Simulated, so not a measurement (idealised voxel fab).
Title: Process Module voxel double patterning
The figure presents cross-section cut, which has a width of 255 nm and is divided into square cells with an edge length of 5 nm.
In what follows, cross-sections appear as grids of square cells, described through bands that run from the top down, where every band is one or more rows of cells.
The band entry comprises the height of the band's top followed by the height of its bottom, expressed in nm, and subsequently the band's materials from left to right, each stated together with its width in nm. Where a single material is marked with the word "full width", that material fills the band from edge to edge. The word "blank" represents empty space.
We count height from 0. Below that, the starting wafer is all one material. The lowest band never ends at the bottom but goes on down; see "0..down" for how that is written.
It should be noted that a width expressed as "30..40" varies in equal increments from row to row of cells within the band, taking the value of the first number at the top row and that of the second number at the bottom row.
Step note "no alteration" = no cross-section cell changed.
Under "closed voids" you'll find the enclosed gaps, the ones with no way out to the top, that are 8 cells or bigger; each reads width x height at distance, with distance counted from the left edge, everything in nm.
Heads up: the bit after the settings on a step's line is the simulator's remark on that step.
overlay nm: for a step with a mask, the amount by which the mask lay right of where it was planned; a negative amount means left of it.
From here on the document is pairs. In a pair, the cross-section before one process step comes with the cross-section after it, and the latter goes no deeper than the lowest band that changed. What lies in between, the step and its settings, is written under the pair. A pair may be from a different run of this module on the same starting wafer than the pair above it, so it continues from that pair only where its entry headed "Prior to step" says so.
Prior to step:
	30..25 = 75 nm aC | 15 nm blank | 5 nm aC | 15 nm blank | 15 nm aC | 15 nm blank | 5 nm aC | 15 nm blank | 15 nm aC | 15 nm blank | 65 nm aC
	25..20 = 95 nm aC | 15 nm blank | 35 nm aC | 15 nm blank | 95 nm aC
	20..15 = 75 nm SiN | 15 nm aC | 35 nm SiN | 15 nm aC | 35 nm SiN | 15 nm aC | 65 nm SiN
	15..5 = polySi full width
	5..0 = SiO2 full width
	0..down = Si full width
	closed voids: none
after:
	30..25 = 75 nm aC | 15 nm blank | 5 nm aC | 15 nm blank | 15 nm aC | 15 nm blank | 5 nm aC | 15 nm blank | 15 nm aC | 15 nm blank | 65 nm aC
	25..20 = 95 nm aC | 15 nm blank | 35 nm aC | 15 nm blank | 95 nm aC
	20..15 = 75 nm SiN | 15 nm aC | 5 nm SiN | 15 nm blank | 15 nm SiN | 15 nm aC | 5 nm SiN | 15 nm blank | 15 nm SiN | 15 nm aC | 65 nm SiN
	Below 15, the layers are the same as they were.
	closed voids: none
Between before and after as drawn above: DIRECTIONAL_ETCH (etch materials SiN; depth nm 5)
Prior to step: same picture as after in the pair right above, so we don't repeat it.
after:
	20..15 = 75 nm SiN | 15 nm blank | 5 nm SiN | 15 nm blank | 15 nm SiN | 15 nm blank | 5 nm SiN | 15 nm blank | 15 nm SiN | 15 nm blank | 65 nm SiN
	Below 15, the layers are the same as they were.
	closed voids: none
Between before and after as drawn above: STRIP (etch materials aC)
Prior to step: same picture as after in the pair right above, so we don't repeat it.
after:
	20..15 = 75 nm SiN | 15 nm blank | 5 nm SiN | 15 nm blank | 15 nm SiN | 15 nm blank | 5 nm SiN | 15 nm blank | 15 nm SiN | 15 nm blank | 65 nm SiN
	15..5 = 75 nm polySi | 15 nm blank | 5 nm polySi | 15 nm blank | 15 nm polySi | 15 nm blank | 5 nm polySi | 15 nm blank | 15 nm polySi | 15 nm blank | 65 nm polySi
	Below 5, the layers are the same as they were.
	closed voids: none
Between before and after as drawn above: DIRECTIONAL_ETCH (etch materials polySi; depth nm 10)
Prior to step: same picture as after in the pair right above, so we don't repeat it.
after:
	15..5 = 75 nm polySi | 15 nm blank | 5 nm polySi | 15 nm blank | 15 nm polySi | 15 nm blank | 5 nm polySi | 15 nm blank | 15 nm polySi | 15 nm blank | 65 nm polySi
	Below 5, the layers are the same as they were.
	closed voids: none
Between before and after as drawn above: STRIP (etch materials SiN)
Prior to step:
	0..down = Si full width
	closed voids: none
after:
	5..0 = aC full width
	Below 0, the layers are the same as they were.
	closed voids: none
Between before and after as drawn above: CONFORMAL_DEP (material aC; thk nm 5)
Prior to step: same picture as after in the pair right above, so we don't repeat it.
after:
	15..5 = polySi full width
	Below 5, the layers are the same as they were.
	closed voids: none
Between before and after as drawn above: DIRECTIONAL_DEP (material polySi; thk nm 10)
Prior to step: same picture as after in the pair right above, so we don't repeat it.
after:
	20..15 = SiN full width
	Below 15, the layers are the same as they were.
	closed voids: none
Between before and after as drawn above: DIRECTIONAL_DEP (material SiN; thk nm 5)
Prior to step: same picture as after in the pair right above, so we don't repeat it.
after:
	40..20 = 70 nm resist | 15 nm blank | 35 nm resist | 15 nm blank | 35 nm resist | 15 nm blank | 70 nm resist
	Below 20, the layers are the same as they were.
	closed voids: none
Between before and after as drawn above: PATTERN (tone open; mask id FIRST; material resist; width nm 15; pitch nm 50; thk nm 20; overlay nm 0)
Prior to step: same picture as after in the pair right above, so we don't repeat it.
after:
	40..20 = 70 nm resist | 15 nm blank | 35 nm resist | 15 nm blank | 35 nm resist | 15 nm blank | 70 nm resist
	20..15 = 70 nm SiN | 15 nm blank | 35 nm SiN | 15 nm blank | 35 nm SiN | 15 nm blank | 70 nm SiN
	Below 15, the layers are the same as they were.
	closed voids: none
Between before and after as drawn above: DIRECTIONAL_ETCH (etch materials SiN; depth nm 5)
Prior to step: same picture as after in the pair right above, so we don't repeat it.
after:
	20..15 = 70 nm SiN | 15 nm blank | 35 nm SiN | 15 nm blank | 35 nm SiN | 15 nm blank | 70 nm SiN
	Below 15, the layers are the same as they were.
	closed voids: none
Between before and after as drawn above: STRIP (etch materials resist)
Prior to step: same picture as after in the pair right above, so we don't repeat it.
after:
	30..25 = 70 nm aC | 15 nm blank | 35 nm aC | 15 nm blank | 35 nm aC | 15 nm blank | 70 nm aC
	25..20 = aC full width
	20..15 = 70 nm SiN | 15 nm aC | 35 nm SiN | 15 nm aC | 35 nm SiN | 15 nm aC | 70 nm SiN
	Below 15, the layers are the same as they were.
	closed voids: none
Between before and after as drawn above: DIRECTIONAL_DEP (material aC; thk nm 10)
Prior to step: same picture as after in the pair right above, so we don't repeat it.
after:
	60..30 = 95 nm resist | 15 nm blank | 35 nm resist | 15 nm blank | 95 nm resist
	30..25 = 70 nm aC | 15 nm resist | 35 nm aC | 15 nm resist | 35 nm aC | 15 nm resist | 70 nm aC
	Below 25, the layers are the same as they were.
	closed voids: none
Between before and after as drawn above: PATTERN (tone open; mask id SECOND; material resist; width nm 15; pitch nm 50; thk nm 30; overlay nm 0)
Prior to step: same picture as after in the pair right above, so we don't repeat it.
after:
	50..30 = 95 nm resist | 15 nm blank | 35 nm resist | 15 nm blank | 95 nm resist
	30..25 = 70 nm aC | 15 nm resist | 10 nm aC | 15 nm blank | 10 nm aC | 15 nm resist | 10 nm aC | 15 nm blank | 10 nm aC | 15 nm resist | 70 nm aC
	25..20 = 95 nm aC | 15 nm blank | 35 nm aC | 15 nm blank | 95 nm aC
	Below 20, the layers are the same as they were.
	closed voids: none
Between before and after as drawn above: DIRECTIONAL_ETCH (etch materials aC; depth nm 10)
Prior to step: same picture as after in the pair right above, so we don't repeat it.
after:
	30..25 = 70 nm aC | 15 nm blank | 10 nm aC | 15 nm blank | 10 nm aC | 15 nm blank | 10 nm aC | 15 nm blank | 10 nm aC | 15 nm blank | 70 nm aC
	Below 25, the layers are the same as they were.
	closed voids: none
Between before and after as drawn above: STRIP (etch materials resist)
Prior to step: same picture as after in the pair right above, so we don't repeat it.
after:
	30..25 = 70 nm aC | 15 nm blank | 10 nm aC | 15 nm blank | 10 nm aC | 15 nm blank | 10 nm aC | 15 nm blank | 10 nm aC | 15 nm blank | 70 nm aC
	25..20 = 95 nm aC | 15 nm blank | 35 nm aC | 15 nm blank | 95 nm aC
	20..15 = 70 nm SiN | 15 nm aC | 10 nm SiN | 15 nm blank | 10 nm SiN | 15 nm aC | 10 nm SiN | 15 nm blank | 10 nm SiN | 15 nm aC | 70 nm SiN
	Below 15, the layers are the same as they were.
	closed voids: none
Between before and after as drawn above: DIRECTIONAL_ETCH (etch materials SiN; depth nm 5)
Prior to step: same picture as after in the pair right above, so we don't repeat it.
after:
	20..15 = 70 nm SiN | 15 nm blank | 10 nm SiN | 15 nm blank | 10 nm SiN | 15 nm blank | 10 nm SiN | 15 nm blank | 10 nm SiN | 15 nm blank | 70 nm SiN
	Below 15, the layers are the same as they were.
	closed voids: none
Between before and after as drawn above: STRIP (etch materials aC)
Prior to step: same picture as after in the pair right above, so we don't repeat it.
after:
	20..15 = 70 nm SiN | 15 nm blank | 10 nm SiN | 15 nm blank | 10 nm SiN | 15 nm blank | 10 nm SiN | 15 nm blank | 10 nm SiN | 15 nm blank | 70 nm SiN
	15..5 = 70 nm polySi | 15 nm blank | 10 nm polySi | 15 nm blank | 10 nm polySi | 15 nm blank | 10 nm polySi | 15 nm blank | 10 nm polySi | 15 nm blank | 70 nm polySi
	Below 5, the layers are the same as they were.
	closed voids: none
Between before and after as drawn above: DIRECTIONAL_ETCH (etch materials polySi; depth nm 10)
Prior to step: same picture as after in the pair right above, so we don't repeat it.
after:
	15..5 = 70 nm polySi | 15 nm blank | 10 nm polySi | 15 nm blank | 10 nm polySi | 15 nm blank | 10 nm polySi | 15 nm blank | 10 nm polySi | 15 nm blank | 70 nm polySi
	Below 5, the layers are the same as they were.
	closed voids: none
Between before and after as drawn above: STRIP (etch materials SiN)
Prior to step:
	30..25 = 70 nm aC | 15 nm blank | 35 nm aC | 15 nm blank | 35 nm aC | 15 nm blank | 70 nm aC
	25..20 = aC full width
	20..15 = 70 nm SiN | 15 nm aC | 35 nm SiN | 15 nm aC | 35 nm SiN | 15 nm aC | 70 nm SiN
	15..5 = polySi full width
	5..0 = SiO2 full width
	0..down = Si full width
	closed voids: none
after:
	60..30 = 95 nm blank | 15 nm resist | 35 nm blank | 15 nm resist | 95 nm blank
	Below 30, the layers are the same as they were.
	closed voids: none
Between before and after as drawn above: PATTERN (tone cover; mask id SECOND; material resist; width nm 15; pitch nm 50; thk nm 30; overlay nm 0)
Prior to step: same picture as after in the pair right above, so we don't repeat it.
after:
	50..30 = 95 nm blank | 15 nm resist | 35 nm blank | 15 nm resist | 95 nm blank
	30..20 = 95 nm blank | 15 nm aC | 35 nm blank | 15 nm aC | 95 nm blank
	20..15 = 70 nm SiN | 15 nm blank | 35 nm SiN | 15 nm blank | 35 nm SiN | 15 nm blank | 70 nm SiN
	Below 15, the layers are the same as they were.
	closed voids: none
Between before and after as drawn above: DIRECTIONAL_ETCH (etch materials aC; depth nm 10)
Prior to step: same picture as after in the pair right above, so we don't repeat it.
after:
	30..20 = 95 nm blank | 15 nm aC | 35 nm blank | 15 nm aC | 95 nm blank
	Below 20, the layers are the same as they were.
	closed voids: none
Between before and after as drawn above: STRIP (etch materials resist)
Prior to step: same picture as after in the pair right above, so we don't repeat it.
after:
	30..20 = 95 nm blank | 15 nm aC | 35 nm blank | 15 nm aC | 95 nm blank
	20..15 = 95 nm blank | 15 nm SiN | 35 nm blank | 15 nm SiN | 95 nm blank
	Below 15, the layers are the same as they were.
	closed voids: none
Between before and after as drawn above: DIRECTIONAL_ETCH (etch materials SiN; depth nm 5)
Prior to step: same picture as after in the pair right above, so we don't repeat it.
after:
	20..15 = 95 nm blank | 15 nm SiN | 35 nm blank | 15 nm SiN | 95 nm blank
	Below 15, the layers are the same as they were.
	closed voids: none
Between before and after as drawn above: STRIP (etch materials aC)
Prior to step: same picture as after in the pair right above, so we don't repeat it.
after:
	20..15 = 95 nm blank | 15 nm SiN | 35 nm blank | 15 nm SiN | 95 nm blank
	15..5 = 95 nm blank | 15 nm polySi | 35 nm blank | 15 nm polySi | 95 nm blank
	Below 5, the layers are the same as they were.
	closed voids: none
Between before and after as drawn above: DIRECTIONAL_ETCH (etch materials polySi; depth nm 10)
Prior to step: same picture as after in the pair right above, so we don't repeat it.
after:
	15..5 = 95 nm blank | 15 nm polySi | 35 nm blank | 15 nm polySi | 95 nm blank
	Below 5, the layers are the same as they were.
	closed voids: none
Between before and after as drawn above: STRIP (etch materials SiN)
